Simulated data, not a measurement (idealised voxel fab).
This section sets out a process module, namely voxel released beams.
Cross-section cut spans 160 nm and uses square cells 5 nm in size.
Cross-section = grid of square cells, listed top down in bands; band = one or more rows. Heads up on the band format: heights come first, top then bottom, in nm. After that it's the materials left to right, each with its width in nm. A single material flagged "throughout" fills the whole band edge to edge, and "empty" means there's empty space there. Zero point of the height axis is 0; under it, received wafer = one material. Lowest band: continues down indefinitely, "0..down". Width "30 to 40": first value at the band's top row of cells, second value at its bottom row, equal change from row to row. "stayed the same" means the step left every cell of the cross-section as it was. Under "Entrapped void list" you'll find the enclosed gaps, the ones with no way out to the top, that are 8 cells or bigger; each reads width x height at distance, with distance counted from the left edge, everything in nm. Read whatever lies past the settings on a step's line as the simulator's own remark about the step. You can add "overlay nm" to a step's line. For a step with a mask, it describes how far the mask lay to the right of its planned position, and a negative number describes a lay to the left.

LISTED BELOW ARE THE PROCESS STEPS AS PLANNED
1. RECEIVE,material Si
2. CONFORMAL_DEP,material Al2O3,thk nm 5
3. DIRECTIONAL_DEP,material SiO2,thk nm 20
4. DIRECTIONAL_DEP,material aC,thk nm 10
5. PATTERN,tone open,mask id ANCHOR,material resist,width nm 25,thk nm 25,overlay nm 0
6. DIRECTIONAL_ETCH,etch materials aC,depth nm 10
7. STRIP,etch materials resist
8. DIRECTIONAL_ETCH,etch materials SiO2,depth nm 20
9. STRIP,etch materials aC
10. CONFORMAL_DEP,material polySi,thk nm 10
11. PATTERN,tone cover,mask id BEAM,material resist,width nm 90,thk nm 15,overlay nm 0
12. DIRECTIONAL_ETCH,etch materials polySi,depth nm 10
13. STRIP,etch materials resist
14. STRIP,etch materials SiO2

WAFER, FIRST OF TWO, RUN AS PLANNED

THIS IS THE CROSS-SECTION OF THE WAFER AS WE RECEIVED IT, I.E. AFTER STEP 1
    0..down  Si throughout
    Entrapped void list: none

STATE OF THE WAFER AFTER STEP 2, SHOWN IN CROSS-SECTION
    5..0  Al2O3 throughout
    Rest of section, below 0: as before.

STATE OF THE WAFER AFTER STEP 3, SHOWN IN CROSS-SECTION
    25..5  SiO2 throughout
    Rest of section, below 5: as before.

STATE OF THE WAFER AFTER STEP 4, SHOWN IN CROSS-SECTION
    35..25  aC throughout
    Rest of section, below 25: as before.

STATE OF THE WAFER AFTER STEP 5, SHOWN IN CROSS-SECTION
    60..35  resist 35 nm  empty 25 nm  resist 100 nm
    Rest of section, below 35: as before.

STATE OF THE WAFER AFTER STEP 6, SHOWN IN CROSS-SECTION
    50..35  resist 35 nm  empty 25 nm  resist 100 nm
    35..25  aC 35 nm  empty 25 nm  aC 100 nm
    Rest of section, below 25: as before.

STATE OF THE WAFER AFTER STEP 7, SHOWN IN CROSS-SECTION
    35..25  aC 35 nm  empty 25 nm  aC 100 nm
    Rest of section, below 25: as before.

STATE OF THE WAFER AFTER STEP 8, SHOWN IN CROSS-SECTION
    35..25  aC 35 nm  empty 25 nm  aC 100 nm
    25..5  SiO2 35 nm  empty 25 nm  SiO2 100 nm
    Rest of section, below 5: as before.

STATE OF THE WAFER AFTER STEP 9, SHOWN IN CROSS-SECTION
    25..5  SiO2 35 nm  empty 25 nm  SiO2 100 nm
    Rest of section, below 5: as before.

STATE OF THE WAFER AFTER STEP 10, SHOWN IN CROSS-SECTION
    35..25  polySi 45 nm  empty 5 nm  polySi 110 nm
    25..15  SiO2 35 nm  polySi 10 nm  empty 5 nm  polySi 10 nm  SiO2 100 nm
    15..5  SiO2 35 nm  polySi 25 nm  SiO2 100 nm
    Rest of section, below 5: as before.

STATE OF THE WAFER AFTER STEP 11, SHOWN IN CROSS-SECTION
    50..35  empty 30 nm  resist 90 nm  empty 40 nm
    35..25  polySi 45 nm  resist 5 nm  polySi 110 nm
    25..15  SiO2 35 nm  polySi 10 nm  resist 5 nm  polySi 10 nm  SiO2 100 nm
    Rest of section, below 15: as before.

STATE OF THE WAFER AFTER STEP 12, SHOWN IN CROSS-SECTION
    50..35  empty 30 nm  resist 90 nm  empty 40 nm
    35..25  empty 30 nm  polySi 15 nm  resist 5 nm  polySi 70 nm  empty 40 nm
    Rest of section, below 25: as before.

STATE OF THE WAFER AFTER STEP 13, SHOWN IN CROSS-SECTION
    35..25  empty 30 nm  polySi 15 nm  empty 5 nm  polySi 70 nm  empty 40 nm
    25..15  SiO2 35 nm  polySi 10 nm  empty 5 nm  polySi 10 nm  SiO2 100 nm
    Rest of section, below 15: as before.

STATE OF THE WAFER AFTER STEP 14, SHOWN IN CROSS-SECTION
    35..25  empty 30 nm  polySi 15 nm  empty 5 nm  polySi 70 nm  empty 40 nm
    25..15  empty 35 nm  polySi 10 nm  empty 5 nm  polySi 10 nm  empty 100 nm
    15..5  empty 35 nm  polySi 25 nm  empty 100 nm
    Rest of section, below 5: as before.

WAFER TWO OF THE PAIR: SAME ORIGIN, SAME PLAN, ONE ERROR DURING THE RUN; IDENTICAL TO WAFER ONE UP TO AND INCLUDING STEP 1

WHEN STEP 2 SHOULD HAVE ENDED
    5..0  SiO2 throughout
    Rest of section, below 0: as before.

WHEN STEP 3 SHOULD HAVE ENDED
    25..0  SiO2 throughout
    Rest of section, below 0: as before.

WHEN STEP 4 SHOULD HAVE ENDED
    35..25  aC throughout
    Rest of section, below 25: as before.

WHEN STEP 5 SHOULD HAVE ENDED
    60..35  resist 35 nm  empty 25 nm  resist 100 nm
    Rest of section, below 35: as before.

WHEN STEP 6 SHOULD HAVE ENDED
    50..35  resist 35 nm  empty 25 nm  resist 100 nm
    35..25  aC 35 nm  empty 25 nm  aC 100 nm
    Rest of section, below 25: as before.

WHEN STEP 7 SHOULD HAVE ENDED
    35..25  aC 35 nm  empty 25 nm  aC 100 nm
    Rest of section, below 25: as before.

WHEN STEP 8 SHOULD HAVE ENDED
    35..25  aC 35 nm  empty 25 nm  aC 100 nm
    25..5  SiO2 35 nm  empty 25 nm  SiO2 100 nm
    Rest of section, below 5: as before.

WHEN STEP 9 SHOULD HAVE ENDED
    25..5  SiO2 35 nm  empty 25 nm  SiO2 100 nm
    Rest of section, below 5: as before.

WHEN STEP 10 SHOULD HAVE ENDED
    35..25  polySi 45 nm  empty 5 nm  polySi 110 nm
    25..15  SiO2 35 nm  polySi 10 nm  empty 5 nm  polySi 10 nm  SiO2 100 nm
    15..5  SiO2 35 nm  polySi 25 nm  SiO2 100 nm
    Rest of section, below 5: as before.

WHEN STEP 11 SHOULD HAVE ENDED
    50..35  empty 30 nm  resist 90 nm  empty 40 nm
    35..25  polySi 45 nm  resist 5 nm  polySi 110 nm
    25..15  SiO2 35 nm  polySi 10 nm  resist 5 nm  polySi 10 nm  SiO2 100 nm
    Rest of section, below 15: as before.

WHEN STEP 12 SHOULD HAVE ENDED
    50..35  empty 30 nm  resist 90 nm  empty 40 nm
    35..25  empty 30 nm  polySi 15 nm  resist 5 nm  polySi 70 nm  empty 40 nm
    Rest of section, below 25: as before.

WHEN STEP 13 SHOULD HAVE ENDED
    35..25  empty 30 nm  polySi 15 nm  empty 5 nm  polySi 70 nm  empty 40 nm
    25..15  SiO2 35 nm  polySi 10 nm  empty 5 nm  polySi 10 nm  SiO2 100 nm
    Rest of section, below 15: as before.

WHEN STEP 14 SHOULD HAVE ENDED
    0..down  Si throughout
What was done differently from what was planned? step 2 deviated from plan and actually ran as CONFORMAL_DEP,material SiO2,thk nm 5
at the end the second wafer has, in cells: Al2O3: 32 fewer | polySi: 52 fewer
